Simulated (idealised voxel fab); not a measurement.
process module | voxel self aligned vias
cross-section cut | 200 nm wide | cells 5 nm
A cross-section is a grid of square cells, given in bands from the top down. A band is one or more rows of cells.
Each band's line starts with the height of the band's top and of its bottom, in nm. Then come its materials from left to right, each with its width in nm. One material with "throughout" fills the band from edge to edge. "air" is empty space.
Height 0 is the level under which the wafer as received is all one material. The lowest band goes on downwards, as in "0 down".
A width such as "30 to 40" changes by the same amount from each row of cells to the next, from the band's top row to its bottom row.
"no change" after a step means that no cell of the cross-section changed.
closed voids: empty space of 8 cells or more with no open way to the top, each as width x height at its distance from the left edge, in nm
after a step's settings: what the simulator itself notes on the step
overlay nm, on a step with a mask: how far to the right of its planned place the mask lay; to the left if negative
Each pair below shows a cross-section before one step and the cross-section after it, down to the lowest band that changed. The line under each pair gives the step between them, with its settings. The pairs can come from different runs of this module on the same starting wafer, so a pair continues from the pair above only where its "before" says so.
before
  0 down: Si throughout
  closed voids: none
after
  10 to 0: SiO2 throughout
  below 0: unchanged
  closed voids: none
the step between: op CONFORMAL_DEP | material SiO2 | thk nm 10
before: the cross-section after the pair above
after
  15 to 10: SiCN throughout
  below 10: unchanged
  closed voids: none
the step between: op CONFORMAL_DEP | material SiCN | thk nm 5
before: the cross-section after the pair above
after
  45 to 15: lowk throughout
  below 15: unchanged
  closed voids: none
the step between: op DIRECTIONAL_DEP | material lowk | thk nm 30
before: the cross-section after the pair above
after
  60 to 45: aC throughout
  below 45: unchanged
  closed voids: none
the step between: op DIRECTIONAL_DEP | material aC | thk nm 15
before: the cross-section after the pair above
after
  95 to 60: resist 60 | air 20 | resist 40 | air 20 | resist 60
  below 60: unchanged
  closed voids: none
the step between: op PATTERN | tone open | mask id LINES | material resist | width nm 20 | pitch nm 60 | thk nm 35 | overlay nm 0
before: the cross-section after the pair above
after
  80 to 60: resist 60 | air 20 | resist 40 | air 20 | resist 60
  60 to 45: aC 60 | air 20 | aC 40 | air 20 | aC 60
  below 45: unchanged
  closed voids: none
the step between: op DIRECTIONAL_ETCH | etch materials aC | depth nm 15
before: the cross-section after the pair above
after
  60 to 45: aC 60 | air 20 | aC 40 | air 20 | aC 60
  below 45: unchanged
  closed voids: none
the step between: op STRIP | etch materials resist
before: the cross-section after the pair above
after
  60 to 45: aC 60 | air 20 | aC 40 | air 20 | aC 60
  45 to 15: lowk 60 | air 20 | lowk 40 | air 20 | lowk 60
  below 15: unchanged
  closed voids: none
the step between: op DIRECTIONAL_ETCH | etch materials lowk | depth nm 30
before: the cross-section after the pair above
after
  45 to 15: lowk 60 | air 20 | lowk 40 | air 20 | lowk 60
  below 15: unchanged
  closed voids: none
the step between: op STRIP | etch materials aC
before: the cross-section after the pair above
after
  50 to 45: TiN 65 | air 10 | TiN 50 | air 10 | TiN 65
  45 to 20: lowk 60 | TiN 5 | air 10 | TiN 5 | lowk 40 | TiN 5 | air 10 | TiN 5 | lowk 60
  20 to 15: lowk 60 | TiN 20 | lowk 40 | TiN 20 | lowk 60
  below 15: unchanged
  closed voids: none
the step between: op CONFORMAL_DEP | material TiN | thk nm 5
before: the cross-section after the pair above
after
  55 to 50: W throughout
  50 to 45: TiN 65 | W 10 | TiN 50 | W 10 | TiN 65
  45 to 20: lowk 60 | TiN 5 | W 10 | TiN 5 | lowk 40 | TiN 5 | W 10 | TiN 5 | lowk 60
  below 20: unchanged
  closed voids: none
the step between: op FILL_DEP | material W | thk nm 5
before: the cross-section after the pair above
after
  45 to 20: lowk 60 | TiN 5 | W 10 | TiN 5 | lowk 40 | TiN 5 | W 10 | TiN 5 | lowk 60
  below 20: unchanged
  closed voids: none
the step between: op CMP | height nm 45
before: the cross-section after the pair above
after
  45 to 35: lowk 60 | air 20 | lowk 40 | air 20 | lowk 60
  below 35: unchanged
  closed voids: none
the step between: op SELECTIVE_ETCH | etch materials W Ru TiN | depth nm 10
before: the cross-section after the pair above
after
  55 to 45: SiN throughout
  45 to 35: lowk 60 | SiN 20 | lowk 40 | SiN 20 | lowk 60
  below 35: unchanged
  closed voids: none
the step between: op FILL_DEP | material SiN | thk nm 10
before: the cross-section after the pair above
after
  45 to 35: lowk 60 | SiN 20 | lowk 40 | SiN 20 | lowk 60
  below 35: unchanged
  closed voids: none
the step between: op CMP | height nm 45
before: the cross-section after the pair above
after
  65 to 45: lowk throughout
  below 45: unchanged
  closed voids: none
the step between: op DIRECTIONAL_DEP | material lowk | thk nm 20
before: the cross-section after the pair above
after
  75 to 65: aC throughout
  below 65: unchanged
  closed voids: none
the step between: op DIRECTIONAL_DEP | material aC | thk nm 10
before: the cross-section after the pair above
after
  100 to 75: resist 55 | air 30 | resist 115
  below 75: unchanged
  closed voids: none
the step between: op PATTERN | tone open | mask id VIAS | material resist | width nm 30 | thk nm 25 | overlay nm 0
before: the cross-section after the pair above
after
  90 to 75: resist 55 | air 30 | resist 115
  75 to 65: aC 55 | air 30 | aC 115
  below 65: unchanged
  closed voids: none
the step between: op DIRECTIONAL_ETCH | etch materials aC | depth nm 10
before: the cross-section after the pair above
after
  75 to 65: aC 55 | air 30 | aC 115
  below 65: unchanged
  closed voids: none
the step between: op STRIP | etch materials resist
before: the cross-section after the pair above
after
  75 to 65: aC 55 | air 30 | aC 115
  65 to 45: lowk 55 | air 30 | lowk 115
  below 45: unchanged
  closed voids: none
the step between: op DIRECTIONAL_ETCH | etch materials lowk | depth nm 20
before: the cross-section after the pair above
after
  75 to 65: aC 55 | air 30 | aC 115
  65 to 45: lowk 55 | air 30 | lowk 115
  45 to 35: lowk 60 | air 20 | lowk 40 | SiN 20 | lowk 60
  below 35: unchanged
  closed voids: none
the step between: op DIRECTIONAL_ETCH | etch materials SiN | depth nm 10
before: the cross-section after the pair above
after
  65 to 45: lowk 55 | air 30 | lowk 115
  below 45: unchanged
  closed voids: none
the step between: op STRIP | etch materials aC
before: the cross-section after the pair above
after
  70 to 65: TiN 60 | air 20 | TiN 120
  65 to 50: lowk 55 | TiN 5 | air 20 | TiN 5 | lowk 115
  50 to 45: lowk 55 | TiN 10 | air 10 | TiN 10 | lowk 115
  45 to 40: lowk 60 | TiN 5 | air 10 | TiN 5 | lowk 40 | SiN 20 | lowk 60
  40 to 35: lowk 60 | TiN 20 | lowk 40 | SiN 20 | lowk 60
  below 35: unchanged
  closed voids: none
the step between: op CONFORMAL_DEP | material TiN | thk nm 5
before: the cross-section after the pair above
after
  75 to 70: Ru throughout
  70 to 65: TiN 60 | Ru 20 | TiN 120
  65 to 50: lowk 55 | TiN 5 | Ru 20 | TiN 5 | lowk 115
  50 to 45: lowk 55 | TiN 10 | Ru 10 | TiN 10 | lowk 115
  45 to 40: lowk 60 | TiN 5 | Ru 10 | TiN 5 | lowk 40 | SiN 20 | lowk 60
  below 40: unchanged
  closed voids: none
the step between: op FILL_DEP | material Ru | thk nm 5
before: the cross-section after the pair above
after
  65 to 50: lowk 55 | TiN 5 | Ru 20 | TiN 5 | lowk 115
  below 50: unchanged
  closed voids: none
the step between: op CMP | height nm 65
before: the cross-section after the pair above
after
  70 to 65: SiN throughout
  below 65: unchanged
  closed voids: none
the step between: op CONFORMAL_DEP | material SiN | thk nm 5
before
  0 down: Si throughout
  closed voids: none
after
  5 to 0: SiCN throughout
  below 0: unchanged
  closed voids: none
the step between: op CONFORMAL_DEP | material SiCN | thk nm 5
before: the cross-section after the pair above
after
  35 to 5: lowk throughout
  below 5: unchanged
  closed voids: none
the step between: op DIRECTIONAL_DEP | material lowk | thk nm 30
before: the cross-section after the pair above
after
  50 to 35: aC throughout
  below 35: unchanged
  closed voids: none
the step between: op DIRECTIONAL_DEP | material aC | thk nm 15
before: the cross-section after the pair above
after
  85 to 50: resist 60 | air 20 | resist 40 | air 20 | resist 60
  below 50: unchanged
  closed voids: none
the step between: op PATTERN | tone open | mask id LINES | material resist | width nm 20 | pitch nm 60 | thk nm 35 | overlay nm 0
before: the cross-section after the pair above
after
  70 to 50: resist 60 | air 20 | resist 40 | air 20 | resist 60
  50 to 35: aC 60 | air 20 | aC 40 | air 20 | aC 60
  below 35: unchanged
  closed voids: none
the step between: op DIRECTIONAL_ETCH | etch materials aC | depth nm 15
before: the cross-section after the pair above
after
  50 to 35: aC 60 | air 20 | aC 40 | air 20 | aC 60
  below 35: unchanged
  closed voids: none
the step between: op STRIP | etch materials resist
before: the cross-section after the pair above
after
  50 to 35: aC 60 | air 20 | aC 40 | air 20 | aC 60
  35 to 5: lowk 60 | air 20 | lowk 40 | air 20 | lowk 60
  below 5: unchanged
  closed voids: none
the step between: op DIRECTIONAL_ETCH | etch materials lowk | depth nm 30
before: the cross-section after the pair above
after
  35 to 5: lowk 60 | air 20 | lowk 40 | air 20 | lowk 60
  below 5: unchanged
  closed voids: none
the step between: op STRIP | etch materials aC
before: the cross-section after the pair above
after
  40 to 35: TiN 65 | air 10 | TiN 50 | air 10 | TiN 65
  35 to 10: lowk 60 | TiN 5 | air 10 | TiN 5 | lowk 40 | TiN 5 | air 10 | TiN 5 | lowk 60
  10 to 5: lowk 60 | TiN 20 | lowk 40 | TiN 20 | lowk 60
  below 5: unchanged
  closed voids: none
the step between: op CONFORMAL_DEP | material TiN | thk nm 5
before: the cross-section after the pair above
after
  45 to 40: W throughout
  40 to 35: TiN 65 | W 10 | TiN 50 | W 10 | TiN 65
  35 to 10: lowk 60 | TiN 5 | W 10 | TiN 5 | lowk 40 | TiN 5 | W 10 | TiN 5 | lowk 60
  below 10: unchanged
  closed voids: none
the step between: op FILL_DEP | material W | thk nm 5
before: the cross-section after the pair above
after
  35 to 10: lowk 60 | TiN 5 | W 10 | TiN 5 | lowk 40 | TiN 5 | W 10 | TiN 5 | lowk 60
  below 10: unchanged
  closed voids: none
the step between: op SELECTIVE_ETCH | etch materials W Ru TiN | depth nm 10
before: the cross-section after the pair above
after
  45 to 35: SiN throughout
  below 35: unchanged
  closed voids: none
the step between: op FILL_DEP | material SiN | thk nm 10
before: the cross-section after the pair above
after
  65 to 45: lowk throughout
  below 45: unchanged
  closed voids: none
the step between: op DIRECTIONAL_DEP | material lowk | thk nm 20
before: the cross-section after the pair above
after
  75 to 65: aC throughout
  below 65: unchanged
  closed voids: none
the step between: op DIRECTIONAL_DEP | material aC | thk nm 10
before: the cross-section after the pair above
after
  100 to 75: resist 55 | air 30 | resist 115
  below 75: unchanged
  closed voids: none
the step between: op PATTERN | tone open | mask id VIAS | material resist | width nm 30 | thk nm 25 | overlay nm 0
before: the cross-section after the pair above
after
  90 to 75: resist 55 | air 30 | resist 115
  75 to 65: aC 55 | air 30 | aC 115
  below 65: unchanged
  closed voids: none
the step between: op DIRECTIONAL_ETCH | etch materials aC | depth nm 10
before: the cross-section after the pair above
after
  75 to 65: aC 55 | air 30 | aC 115
  below 65: unchanged
  closed voids: none
the step between: op STRIP | etch materials resist
before: the cross-section after the pair above
after
  75 to 65: aC 55 | air 30 | aC 115
  65 to 45: lowk 55 | air 30 | lowk 115
  below 45: unchanged
  closed voids: none
the step between: op DIRECTIONAL_ETCH | etch materials lowk | depth nm 20
before: the cross-section after the pair above
after
  75 to 65: aC 55 | air 30 | aC 115
  65 to 45: lowk 55 | air 30 | lowk 115
  45 to 35: SiN 55 | air 30 | SiN 115
  below 35: unchanged
  closed voids: none
the step between: op DIRECTIONAL_ETCH | etch materials SiN | depth nm 10
before: the cross-section after the pair above
after
  65 to 45: lowk 55 | air 30 | lowk 115
  below 45: unchanged
  closed voids: none
the step between: op STRIP | etch materials aC
before: the cross-section after the pair above
after
  70 to 65: TiN 60 | air 20 | TiN 120
  65 to 45: lowk 55 | TiN 5 | air 20 | TiN 5 | lowk 115
  45 to 40: SiN 55 | TiN 5 | air 20 | TiN 5 | SiN 115
  40 to 35: SiN 55 | TiN 30 | SiN 115
  below 35: unchanged
  closed voids: none
the step between: op CONFORMAL_DEP | material TiN | thk nm 5
before: the cross-section after the pair above
after
  75 to 70: Ru throughout
  70 to 65: TiN 60 | Ru 20 | TiN 120
  65 to 45: lowk 55 | TiN 5 | Ru 20 | TiN 5 | lowk 115
  45 to 40: SiN 55 | TiN 5 | Ru 20 | TiN 5 | SiN 115
  below 40: unchanged
  closed voids: none
the step between: op FILL_DEP | material Ru | thk nm 5
before: the cross-section after the pair above
after
  65 to 45: lowk 55 | TiN 5 | Ru 20 | TiN 5 | lowk 115
  below 45: unchanged
  closed voids: none
the step between: op CMP | height nm 65
before: the cross-section after the pair above
after
  70 to 65: SiN throughout
  below 65: unchanged
  closed voids: none
the step between: op CONFORMAL_DEP | material SiN | thk nm 5
before
  75 to 65: aC 55 | air 30 | aC 115
  65 to 45: lowk 55 | air 30 | lowk 115
  45 to 35: lowk 60 | SiN 20 | lowk 40 | SiN 20 | lowk 60
  35 to 20: lowk 60 | TiN 5 | W 10 | TiN 5 | lowk 40 | TiN 5 | W 10 | TiN 5 | lowk 60
  20 to 15: lowk 60 | TiN 20 | lowk 40 | TiN 20 | lowk 60
  15 to 10: SiCN throughout
  10 to 0: SiO2 throughout
  0 down: Si throughout
  closed voids: none
after
  75 to 65: aC 55 | air 30 | aC 115
  65 to 45: lowk 55 | air 30 | lowk 115
  45 to 35: lowk 55 | air 5 | SiN 20 | air 5 | lowk 35 | SiN 20 | lowk 60
  35 to 25: lowk 55 | air 5 | TiN 5 | W 10 | TiN 5 | air 5 | lowk 35 | TiN 5 | W 10 | TiN 5 | lowk 60
  below 25: unchanged
  closed voids: none
the step between: op DIRECTIONAL_ETCH | etch materials lowk | depth nm 20
before: the cross-section after the pair above
after
  75 to 65: aC 55 | air 30 | aC 115
  65 to 45: lowk 55 | air 30 | lowk 115
  45 to 35: lowk 55 | air 30 | lowk 35 | SiN 20 | lowk 60
  below 35: unchanged
  closed voids: none
the step between: op DIRECTIONAL_ETCH | etch materials SiN | depth nm 10
before: the cross-section after the pair above
after
  65 to 45: lowk 55 | air 30 | lowk 115
  below 45: unchanged
  closed voids: none
the step between: op STRIP | etch materials aC
before: the cross-section after the pair above
after
  70 to 65: TiN 60 | air 20 | TiN 120
  65 to 45: lowk 55 | TiN 5 | air 20 | TiN 5 | lowk 115
  45 to 40: lowk 55 | TiN 5 | air 20 | TiN 5 | lowk 35 | SiN 20 | lowk 60
  40 to 35: lowk 55 | TiN 30 | lowk 35 | SiN 20 | lowk 60
  35 to 25: lowk 55 | TiN 10 | W 10 | TiN 10 | lowk 35 | TiN 5 | W 10 | TiN 5 | lowk 60
  below 25: unchanged
  closed voids: none
the step between: op CONFORMAL_DEP | material TiN | thk nm 5
before: the cross-section after the pair above
after
  75 to 70: Ru throughout
  70 to 65: TiN 60 | Ru 20 | TiN 120
  65 to 45: lowk 55 | TiN 5 | Ru 20 | TiN 5 | lowk 115
  45 to 40: lowk 55 | TiN 5 | Ru 20 | TiN 5 | lowk 35 | SiN 20 | lowk 60
  below 40: unchanged
  closed voids: none
the step between: op FILL_DEP | material Ru | thk nm 5
before: the cross-section after the pair above
after
  65 to 45: lowk 55 | TiN 5 | Ru 20 | TiN 5 | lowk 115
  below 45: unchanged
  closed voids: none
the step between: op CMP | height nm 65
before: the cross-section after the pair above
after
  70 to 65: SiN throughout
  below 65: unchanged
  closed voids: none
the step between: op CONFORMAL_DEP | material SiN | thk nm 5
before
  10 to 0: SiO2 throughout
  0 down: Si throughout
  closed voids: none
after
  40 to 10: lowk throughout
  below 10: unchanged
  closed voids: none
the step between: op DIRECTIONAL_DEP | material lowk | thk nm 30
before: the cross-section after the pair above
after
  45 to 40: SiCN throughout
  below 40: unchanged
  closed voids: none
the step between: op CONFORMAL_DEP | material SiCN | thk nm 5
before: the cross-section after the pair above
after
  60 to 45: aC throughout
  below 45: unchanged
  closed voids: none
the step between: op DIRECTIONAL_DEP | material aC | thk nm 15
before: the cross-section after the pair above
after
  95 to 60: resist 60 | air 20 | resist 40 | air 20 | resist 60
  below 60: unchanged
  closed voids: none
the step between: op PATTERN | tone open | mask id LINES | material resist | width nm 20 | pitch nm 60 | thk nm 35 | overlay nm 0
before: the cross-section after the pair above
after
  80 to 60: resist 60 | air 20 | resist 40 | air 20 | resist 60
  60 to 45: aC 60 | air 20 | aC 40 | air 20 | aC 60
  below 45: unchanged
  closed voids: none
the step between: op DIRECTIONAL_ETCH | etch materials aC | depth nm 15
before: the cross-section after the pair above
after
  60 to 45: aC 60 | air 20 | aC 40 | air 20 | aC 60
  below 45: unchanged
  closed voids: none
the step between: op STRIP | etch materials resist
before: the cross-section after the pair above
after
  45 to 40: SiCN throughout
  below 40: unchanged
  closed voids: none
the step between: op STRIP | etch materials aC
before: the cross-section after the pair above
after
  50 to 45: TiN throughout
  below 45: unchanged
  closed voids: none
the step between: op CONFORMAL_DEP | material TiN | thk nm 5
before: the cross-section after the pair above
after
  55 to 50: W throughout
  below 50: unchanged
  closed voids: none
the step between: op FILL_DEP | material W | thk nm 5
before: the cross-section after the pair above
after
  45 to 40: SiCN throughout
  below 40: unchanged
  closed voids: none
the step between: op CMP | height nm 45
before: the cross-section after the pair above
after
  55 to 45: SiN throughout
  below 45: unchanged
  closed voids: none
the step between: op FILL_DEP | material SiN | thk nm 10
before: the cross-section after the pair above
after
  45 to 40: SiCN throughout
  below 40: unchanged
  closed voids: none
the step between: op CMP | height nm 45
before: the cross-section after the pair above
after
  65 to 45: lowk throughout
  below 45: unchanged
  closed voids: none
the step between: op DIRECTIONAL_DEP | material lowk | thk nm 20
before: the cross-section after the pair above
after
  75 to 65: aC throughout
  below 65: unchanged
  closed voids: none
the step between: op DIRECTIONAL_DEP | material aC | thk nm 10
before: the cross-section after the pair above
after
  100 to 75: resist 55 | air 30 | resist 115
  below 75: unchanged
  closed voids: none
the step between: op PATTERN | tone open | mask id VIAS | material resist | width nm 30 | thk nm 25 | overlay nm 0
before: the cross-section after the pair above
after
  90 to 75: resist 55 | air 30 | resist 115
  75 to 65: aC 55 | air 30 | aC 115
  below 65: unchanged
  closed voids: none
the step between: op DIRECTIONAL_ETCH | etch materials aC | depth nm 10
before: the cross-section after the pair above
after
  75 to 65: aC 55 | air 30 | aC 115
  below 65: unchanged
  closed voids: none
the step between: op STRIP | etch materials resist
before: the cross-section after the pair above
after
  75 to 65: aC 55 | air 30 | aC 115
  65 to 45: lowk 55 | air 30 | lowk 115
  below 45: unchanged
  closed voids: none
the step between: op DIRECTIONAL_ETCH | etch materials lowk | depth nm 20
before: the cross-section after the pair above
after
  65 to 45: lowk 55 | air 30 | lowk 115
  below 45: unchanged
  closed voids: none
the step between: op STRIP | etch materials aC
before: the cross-section after the pair above
after
  70 to 65: TiN 60 | air 20 | TiN 120
  65 to 50: lowk 55 | TiN 5 | air 20 | TiN 5 | lowk 115
  50 to 45: lowk 55 | TiN 30 | lowk 115
  below 45: unchanged
  closed voids: none
the step between: op CONFORMAL_DEP | material TiN | thk nm 5
before: the cross-section after the pair above
after
  75 to 70: Ru throughout
  70 to 65: TiN 60 | Ru 20 | TiN 120
  65 to 50: lowk 55 | TiN 5 | Ru 20 | TiN 5 | lowk 115
  below 50: unchanged
  closed voids: none
the step between: op FILL_DEP | material Ru | thk nm 5
before: the cross-section after the pair above
after
  65 to 50: lowk 55 | TiN 5 | Ru 20 | TiN 5 | lowk 115
  below 50: unchanged
  closed voids: none
the step between: op CMP | height nm 65
before: the cross-section after the pair above
after
  70 to 65: SiN throughout
  below 65: unchanged
  closed voids: none
the step between: op CONFORMAL_DEP | material SiN | thk nm 5
before
  75 to 65: aC 55 | air 30 | aC 115
  65 to 45: lowk 55 | air 30 | lowk 115
  45 to 35: lowk 60 | SiN 20 | lowk 40 | SiN 20 | lowk 60
  35 to 20: lowk 60 | TiN 5 | W 10 | TiN 5 | lowk 40 | TiN 5 | W 10 | TiN 5 | lowk 60
  20 to 15: lowk 60 | TiN 20 | lowk 40 | TiN 20 | lowk 60
  15 to 10: SiCN throughout
  10 to 0: SiO2 throughout
  0 down: Si throughout
  closed voids: none
after
  75 to 65: aC 55 | air 30 | aC 115
  65 to 45: lowk 55 | air 30 | lowk 115
  45 to 40: lowk 60 | air 20 | lowk 40 | SiN 20 | lowk 60
  below 40: unchanged
  closed voids: none
the step between: op DIRECTIONAL_ETCH | etch materials SiN | depth nm 5
before: the cross-section after the pair above
after
  65 to 45: lowk 55 | air 30 | lowk 115
  below 45: unchanged
  closed voids: none
the step between: op STRIP | etch materials aC
before: the cross-section after the pair above
after
  70 to 65: TiN 60 | air 20 | TiN 120
  65 to 50: lowk 55 | TiN 5 | air 20 | TiN 5 | lowk 115
  50 to 45: lowk 55 | TiN 10 | air 10 | TiN 10 | lowk 115
  45 to 40: lowk 60 | TiN 20 | lowk 40 | SiN 20 | lowk 60
  below 40: unchanged
  closed voids: none
the step between: op CONFORMAL_DEP | material TiN | thk nm 5
before: the cross-section after the pair above
after
  75 to 70: Ru throughout
  70 to 65: TiN 60 | Ru 20 | TiN 120
  65 to 50: lowk 55 | TiN 5 | Ru 20 | TiN 5 | lowk 115
  50 to 45: lowk 55 | TiN 10 | Ru 10 | TiN 10 | lowk 115
  below 45: unchanged
  closed voids: none
the step between: op FILL_DEP | material Ru | thk nm 5
before: the cross-section after the pair above
after
  65 to 50: lowk 55 | TiN 5 | Ru 20 | TiN 5 | lowk 115
  below 50: unchanged
  closed voids: none
the step between: op CMP | height nm 65
before: the cross-section after the pair above
after
  70 to 65: SiN throughout
  below 65: unchanged
  closed voids: none
the step between: op CONFORMAL_DEP | material SiN | thk nm 5
before
  60 to 45: aC throughout
  45 to 15: lowk throughout
  15 to 10: SiCN throughout
  10 to 0: SiO2 throughout
  0 down: Si throughout
  closed voids: none
after
  95 to 60: resist 65 | air 15 | resist 45 | air 15 | resist 60
  below 60: unchanged
  closed voids: none
the step between: op PATTERN | tone open | mask id LINES | material resist | width nm 15 | pitch nm 60 | thk nm 35 | overlay nm 0
before: the cross-section after the pair above
after
  80 to 60: resist 65 | air 15 | resist 45 | air 15 | resist 60
  60 to 45: aC 65 | air 15 | aC 45 | air 15 | aC 60
  below 45: unchanged
  closed voids: none
the step between: op DIRECTIONAL_ETCH | etch materials aC | depth nm 15
before: the cross-section after the pair above
after
  60 to 45: aC 65 | air 15 | aC 45 | air 15 | aC 60
  below 45: unchanged
  closed voids: none
the step between: op STRIP | etch materials resist
before: the cross-section after the pair above
after
  60 to 45: aC 65 | air 15 | aC 45 | air 15 | aC 60
  45 to 15: lowk 65 | air 15 | lowk 45 | air 15 | lowk 60
  below 15: unchanged
  closed voids: none
the step between: op DIRECTIONAL_ETCH | etch materials lowk | depth nm 30
before: the cross-section after the pair above
after
  45 to 15: lowk 65 | air 15 | lowk 45 | air 15 | lowk 60
  below 15: unchanged
  closed voids: none
the step between: op STRIP | etch materials aC
before: the cross-section after the pair above
after
  50 to 45: TiN 70 | air 5 | TiN 55 | air 5 | TiN 65
  45 to 20: lowk 65 | TiN 5 | air 5 | TiN 5 | lowk 45 | TiN 5 | air 5 | TiN 5 | lowk 60
  20 to 15: lowk 65 | TiN 15 | lowk 45 | TiN 15 | lowk 60
  below 15: unchanged
  closed voids: none
the step between: op CONFORMAL_DEP | material TiN | thk nm 5
before: the cross-section after the pair above
after
  55 to 50: W throughout
  50 to 45: TiN 70 | W 5 | TiN 55 | W 5 | TiN 65
  45 to 20: lowk 65 | TiN 5 | W 5 | TiN 5 | lowk 45 | TiN 5 | W 5 | TiN 5 | lowk 60
  below 20: unchanged
  closed voids: none
the step between: op FILL_DEP | material W | thk nm 5
before: the cross-section after the pair above
after
  45 to 20: lowk 65 | TiN 5 | W 5 | TiN 5 | lowk 45 | TiN 5 | W 5 | TiN 5 | lowk 60
  below 20: unchanged
  closed voids: none
the step between: op CMP | height nm 45
before: the cross-section after the pair above
after
  45 to 35: lowk 65 | air 15 | lowk 45 | air 15 | lowk 60
  below 35: unchanged
  closed voids: none
the step between: op SELECTIVE_ETCH | etch materials W Ru TiN | depth nm 10
before: the cross-section after the pair above
after
  55 to 45: SiN throughout
  45 to 35: lowk 65 | SiN 15 | lowk 45 | SiN 15 | lowk 60
  below 35: unchanged
  closed voids: none
the step between: op FILL_DEP | material SiN | thk nm 10
before: the cross-section after the pair above
after
  45 to 35: lowk 65 | SiN 15 | lowk 45 | SiN 15 | lowk 60
  below 35: unchanged
  closed voids: none
the step between: op CMP | height nm 45
before: the cross-section after the pair above
after
  65 to 45: lowk throughout
  below 45: unchanged
  closed voids: none
the step between: op DIRECTIONAL_DEP | material lowk | thk nm 20
before: the cross-section after the pair above
after
  75 to 65: aC throughout
  below 65: unchanged
  closed voids: none
the step between: op DIRECTIONAL_DEP | material aC | thk nm 10
before: the cross-section after the pair above
after
  100 to 75: resist 55 | air 30 | resist 115
  below 75: unchanged
  closed voids: none
the step between: op PATTERN | tone open | mask id VIAS | material resist | width nm 30 | thk nm 25 | overlay nm 0
before: the cross-section after the pair above
after
  90 to 75: resist 55 | air 30 | resist 115
  75 to 65: aC 55 | air 30 | aC 115
  below 65: unchanged
  closed voids: none
the step between: op DIRECTIONAL_ETCH | etch materials aC | depth nm 10
before: the cross-section after the pair above
after
  75 to 65: aC 55 | air 30 | aC 115
  below 65: unchanged
  closed voids: none
the step between: op STRIP | etch materials resist
before: the cross-section after the pair above
after
  75 to 65: aC 55 | air 30 | aC 115
  65 to 45: lowk 55 | air 30 | lowk 115
  below 45: unchanged
  closed voids: none
the step between: op DIRECTIONAL_ETCH | etch materials lowk | depth nm 20
before: the cross-section after the pair above
after
  75 to 65: aC 55 | air 30 | aC 115
  65 to 45: lowk 55 | air 30 | lowk 115
  45 to 35: lowk 65 | air 15 | lowk 45 | SiN 15 | lowk 60
  below 35: unchanged
  closed voids: none
the step between: op DIRECTIONAL_ETCH | etch materials SiN | depth nm 10
before: the cross-section after the pair above
after
  65 to 45: lowk 55 | air 30 | lowk 115
  below 45: unchanged
  closed voids: none
the step between: op STRIP | etch materials aC
before: the cross-section after the pair above
after
  70 to 65: TiN 60 | air 20 | TiN 120
  65 to 50: lowk 55 | TiN 5 | air 20 | TiN 5 | lowk 115
  50 to 45: lowk 55 | TiN 15 | air 5 | TiN 10 | lowk 115
  45 to 40: lowk 65 | TiN 5 | air 5 | TiN 5 | lowk 45 | SiN 15 | lowk 60
  40 to 35: lowk 65 | TiN 15 | lowk 45 | SiN 15 | lowk 60
  below 35: unchanged
  closed voids: none
the step between: op CONFORMAL_DEP | material TiN | thk nm 5
before: the cross-section after the pair above
after
  75 to 70: Ru throughout
  70 to 65: TiN 60 | Ru 20 | TiN 120
  65 to 50: lowk 55 | TiN 5 | Ru 20 | TiN 5 | lowk 115
  50 to 45: lowk 55 | TiN 15 | Ru 5 | TiN 10 | lowk 115
  45 to 40: lowk 65 | TiN 5 | Ru 5 | TiN 5 | lowk 45 | SiN 15 | lowk 60
  below 40: unchanged
  closed voids: none
the step between: op FILL_DEP | material Ru | thk nm 5
before: the cross-section after the pair above
after
  65 to 50: lowk 55 | TiN 5 | Ru 20 | TiN 5 | lowk 115
  below 50: unchanged
  closed voids: none
the step between: op CMP | height nm 65
before: the cross-section after the pair above
after
  70 to 65: SiN throughout
  below 65: unchanged
  closed voids: none
the step between: op CONFORMAL_DEP | material SiN | thk nm 5
before
  60 to 45: aC throughout
  45 to 15: lowk throughout
  15 to 10: SiCN throughout
  10 to 0: SiO2 throughout
  0 down: Si throughout
  closed voids: none
after
  95 to 60: resist 55 | air 20 | resist 40 | air 20 | resist 65
  below 60: unchanged
  closed voids: none
the step between: op PATTERN | tone open | mask id LINES | material resist | width nm 20 | pitch nm 60 | thk nm 35 | overlay nm -5
before: the cross-section after the pair above
after
  80 to 60: resist 55 | air 20 | resist 40 | air 20 | resist 65
  60 to 45: aC 55 | air 20 | aC 40 | air 20 | aC 65
  below 45: unchanged
  closed voids: none
the step between: op DIRECTIONAL_ETCH | etch materials aC | depth nm 15
before: the cross-section after the pair above
after
  60 to 45: aC 55 | air 20 | aC 40 | air 20 | aC 65
  below 45: unchanged
  closed voids: none
the step between: op STRIP | etch materials resist
before: the cross-section after the pair above
after
  60 to 45: aC 55 | air 20 | aC 40 | air 20 | aC 65
  45 to 15: lowk 55 | air 20 | lowk 40 | air 20 | lowk 65
  below 15: unchanged
  closed voids: none
the step between: op DIRECTIONAL_ETCH | etch materials lowk | depth nm 30
before: the cross-section after the pair above
after
  45 to 15: lowk 55 | air 20 | lowk 40 | air 20 | lowk 65
  below 15: unchanged
  closed voids: none
the step between: op STRIP | etch materials aC
before: the cross-section after the pair above
after
  50 to 45: TiN 60 | air 10 | TiN 50 | air 10 | TiN 70
  45 to 20: lowk 55 | TiN 5 | air 10 | TiN 5 | lowk 40 | TiN 5 | air 10 | TiN 5 | lowk 65
  20 to 15: lowk 55 | TiN 20 | lowk 40 | TiN 20 | lowk 65
  below 15: unchanged
  closed voids: none
the step between: op CONFORMAL_DEP | material TiN | thk nm 5
before: the cross-section after the pair above
after
  55 to 50: W throughout
  50 to 45: TiN 60 | W 10 | TiN 50 | W 10 | TiN 70
  45 to 20: lowk 55 | TiN 5 | W 10 | TiN 5 | lowk 40 | TiN 5 | W 10 | TiN 5 | lowk 65
  below 20: unchanged
  closed voids: none
the step between: op FILL_DEP | material W | thk nm 5
before: the cross-section after the pair above
after
  45 to 20: lowk 55 | TiN 5 | W 10 | TiN 5 | lowk 40 | TiN 5 | W 10 | TiN 5 | lowk 65
  below 20: unchanged
  closed voids: none
the step between: op CMP | height nm 45
before: the cross-section after the pair above
after
  45 to 35: lowk 55 | air 20 | lowk 40 | air 20 | lowk 65
  below 35: unchanged
  closed voids: none
the step between: op SELECTIVE_ETCH | etch materials W Ru TiN | depth nm 10
before: the cross-section after the pair above
after
  55 to 45: SiN throughout
  45 to 35: lowk 55 | SiN 20 | lowk 40 | SiN 20 | lowk 65
  below 35: unchanged
  closed voids: none
the step between: op FILL_DEP | material SiN | thk nm 10
before: the cross-section after the pair above
after
  45 to 35: lowk 55 | SiN 20 | lowk 40 | SiN 20 | lowk 65
  below 35: unchanged
  closed voids: none
the step between: op CMP | height nm 45
before: the cross-section after the pair above
after
  65 to 45: lowk throughout
  below 45: unchanged
  closed voids: none
the step between: op DIRECTIONAL_DEP | material lowk | thk nm 20
before: the cross-section after the pair above
after
  75 to 65: aC throughout
  below 65: unchanged
  closed voids: none
the step between: op DIRECTIONAL_DEP | material aC | thk nm 10
